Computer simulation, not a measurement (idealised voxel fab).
process module | voxel tone inversion
cross-section cut | 235 nm wide | cells 5 nm
A cross-section is a grid of square cells, given in bands from the top down. A band is one or more rows of cells.
Each band's line starts with the height of the band's top and of its bottom, in nm. Then come its materials from left to right, each with its width in nm. One material with "throughout" fills the band from edge to edge. "air" is empty space.
Height 0 is the level under which the wafer as received is all one material. The lowest band goes on downwards, as in "0 down".
A width such as "30 to 40" changes by the same amount from each row of cells to the next, from the band's top row to its bottom row.
"no change" after a step means that no cell of the cross-section changed.
closed voids: empty space of 8 cells or more with no open way to the top, each as width x height at its distance from the left edge, in nm
after a step's settings: what the simulator itself notes on the step
overlay nm, on a step with a mask: how far to the right of its planned place the mask lay; to the left if negative
plan
1 op RECEIVE | material Si
2 op CONFORMAL_DEP | material SiCN | thk nm 5
3 op DIRECTIONAL_DEP | material aC | thk nm 25
4 op PATTERN | tone cover | mask id POSTS | material resist | width nm 20 | pitch nm 45 | thk nm 35 | overlay nm 0
5 op DIRECTIONAL_ETCH | etch materials aC | depth nm 25
6 op STRIP | etch materials resist
7 op FILL_DEP | material lowk | thk nm 10
8 op CMP | height nm 30
9 op STRIP | etch materials aC
10 op CONFORMAL_DEP | material TiN | thk nm 5
11 op FILL_DEP | material Ru | thk nm 10
12 op CMP | height nm 30
13 op CONFORMAL_DEP | material SiCN | thk nm 5
first wafer, as planned
as received, after step 1
  0 down: Si throughout
  closed voids: none
after step 2
  5 to 0: SiCN throughout
  below 0: unchanged
after step 3
  30 to 5: aC throughout
  below 5: unchanged
after step 4
  65 to 30: air 60 | resist 20 | air 25 | resist 20 | air 25 | resist 20 | air 65
  below 30: unchanged
after step 5
  40 to 30: air 60 | resist 20 | air 25 | resist 20 | air 25 | resist 20 | air 65
  30 to 5: air 60 | aC 20 | air 25 | aC 20 | air 25 | aC 20 | air 65
  below 5: unchanged
after step 6
  30 to 5: air 60 | aC 20 | air 25 | aC 20 | air 25 | aC 20 | air 65
  below 5: unchanged
after step 7
  40 to 30: lowk throughout
  30 to 5: lowk 60 | aC 20 | lowk 25 | aC 20 | lowk 25 | aC 20 | lowk 65
  below 5: unchanged
after step 8
  30 to 5: lowk 60 | aC 20 | lowk 25 | aC 20 | lowk 25 | aC 20 | lowk 65
  below 5: unchanged
after step 9
  30 to 5: lowk 60 | air 20 | lowk 25 | air 20 | lowk 25 | air 20 | lowk 65
  below 5: unchanged
after step 10
  35 to 30: TiN 65 | air 10 | TiN 35 | air 10 | TiN 35 | air 10 | TiN 70
  30 to 10: lowk 60 | TiN 5 | air 10 | TiN 5 | lowk 25 | TiN 5 | air 10 | TiN 5 | lowk 25 | TiN 5 | air 10 | TiN 5 | lowk 65
  10 to 5: lowk 60 | TiN 20 | lowk 25 | TiN 20 | lowk 25 | TiN 20 | lowk 65
  below 5: unchanged
after step 11
  45 to 35: Ru throughout
  35 to 30: TiN 65 | Ru 10 | TiN 35 | Ru 10 | TiN 35 | Ru 10 | TiN 70
  30 to 10: lowk 60 | TiN 5 | Ru 10 | TiN 5 | lowk 25 | TiN 5 | Ru 10 | TiN 5 | lowk 25 | TiN 5 | Ru 10 | TiN 5 | lowk 65
  below 10: unchanged
after step 12
  30 to 10: lowk 60 | TiN 5 | Ru 10 | TiN 5 | lowk 25 | TiN 5 | Ru 10 | TiN 5 | lowk 25 | TiN 5 | Ru 10 | TiN 5 | lowk 65
  below 10: unchanged
after step 13
  35 to 30: SiCN throughout
  below 30: unchanged
second wafer: like start, like plan, one mistake. Through step 11 it matches the first wafer
when step 12 should have ended
  30 to 10: lowk 60 | TiN 5 | Ru 10 | TiN 5 | lowk 25 | TiN 5 | Ru 10 | TiN 5 | lowk 25 | TiN 5 | Ru 10 | TiN 5 | lowk 65
  below 10: unchanged
when step 13 should have ended
  35 to 30: SiCN throughout
  below 30: unchanged
what went wrong: step 12 was run twice
at the end the two cross-sections are the same: no effect in what this model computes
